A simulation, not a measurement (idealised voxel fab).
Documented hereafter: the process module known as voxel air gaps.
Cross-section cut: width 300 nm, square cells of 5 nm.
In this document a cross-section is written as a grid of square cells. It is given as a series of bands, listed from the top down, and a band is one or more rows of cells.
Heads up on the band format: heights come first, top then bottom, in nm. After that it's the materials left to right, each with its width in nm. A single material flagged "throughout" fills the whole band edge to edge, and "air" means there's empty space there.
Beneath 0, the wafer as received is one material, and that level is where height counting begins. The lowest band goes on downward without a bottom; it is written like "0 nm and below".
Width "30->40": first value at the band's top row of cells, second value at its bottom row, equal change from row to row.
When a step is marked "no modification", none of the cells in the cross-section changed during that step.
Closed empty spaces (no open way to the top) of 8 cells or more are what "Sealed-off cavities" lists, each as width x height at distance from the left edge, nm for all three.
Whatever follows a step's settings on its line is a remark the simulator itself makes about that step.
When a step includes a mask, the "overlay nm" setting on its line states how far to the right of its planned place that mask lay, and negative values state how far to the left.

SET OUT BELOW ARE THE PLANNED STEPS OF THE PROCESS
step 1: RECEIVE with material Si
step 2: CONFORMAL_DEP with material SiO2, thk nm 10
step 3: CONFORMAL_DEP with material SiN, thk nm 5
step 4: DIRECTIONAL_DEP with material SiO2, thk nm 35
step 5: MASKED_ETCH with tone open, mask id LINES, width nm 15, pitch nm 40, etch materials SiO2, depth nm 35, overlay nm 0
step 6: CONFORMAL_DEP with material TiN, thk nm 5
step 7: FILL_DEP with material W, thk nm 10
step 8: CMP with height nm 50
step 9: EPI with material Ru, thk nm 10
step 10: SELECTIVE_ETCH with etch materials SiO2, depth nm 45
step 11: CONFORMAL_DEP with material SiCN, thk nm 5

INCOMING WAFER IN CROSS-SECTION (STATE: AFTER STEP 1)
> 0 nm and below: Si throughout
> Sealed-off cavities: none

HERE'S THE WAFER CUT IN CROSS-SECTION AFTER THE MODULE, STARTED AND PLANNED JUST LIKE ABOVE, EXCEPT ONE THING WAS DONE WRONG IN THE RUN
> 75 nm to 60 nm: air (55); SiCN (185); air (60)
> 60 nm to 50 nm: air (55); SiCN (15); Ru (35); SiCN (5); Ru (35); SiCN (5); Ru (35); SiCN (5); Ru (35); SiCN (15); air (60)
> 50 nm to 45 nm: air (55); SiCN (25); TiN (5); W (5); TiN (5); SiCN (25); TiN (5); W (5); TiN (5); SiCN (25); TiN (5); W (5); TiN (5); SiCN (25); TiN (5); W (5); TiN (5); SiCN (25); air (60)
> 45 nm to 35 nm: air (55); SiCN (25); TiN (5); W (5); TiN (5); SiCN (5); air (15); SiCN (5); TiN (5); W (5); TiN (5); SiCN (5); air (15); SiCN (5); TiN (5); W (5); TiN (5); SiCN (5); air (15); SiCN (5); TiN (5); W (5); TiN (5); SiCN (25); air (60)
> 35 nm to 30 nm: air (65); SiCN (15); TiN (5); W (5); TiN (5); SiCN (5); air (15); SiCN (5); TiN (5); W (5); TiN (5); SiCN (5); air (15); SiCN (5); TiN (5); W (5); TiN (5); SiCN (5); air (15); SiCN (5); TiN (5); W (5); TiN (5); SiCN (15); air (70)
> 30 nm to 20 nm: SiCN (80); TiN (5); W (5); TiN (5); SiCN (5); air (15); SiCN (5); TiN (5); W (5); TiN (5); SiCN (5); air (15); SiCN (5); TiN (5); W (5); TiN (5); SiCN (5); air (15); SiCN (5); TiN (5); W (5); TiN (5); SiCN (85)
> 20 nm to 15 nm: SiCN (80); TiN (15); SiCN (25); TiN (15); SiCN (25); TiN (15); SiCN (25); TiN (15); SiCN (85)
> 15 nm to 10 nm: SiN throughout
> 10 nm to 0 nm: SiO2 throughout
> 0 nm and below: Si throughout
> Sealed-off cavities: 15 x 25 at 100; 15 x 25 at 140; 15 x 25 at 180
In executing the process, a mistake was made relative to the plan: step 11, actual vs plan mismatch, actual run CONFORMAL_DEP with material SiCN, thk nm 15
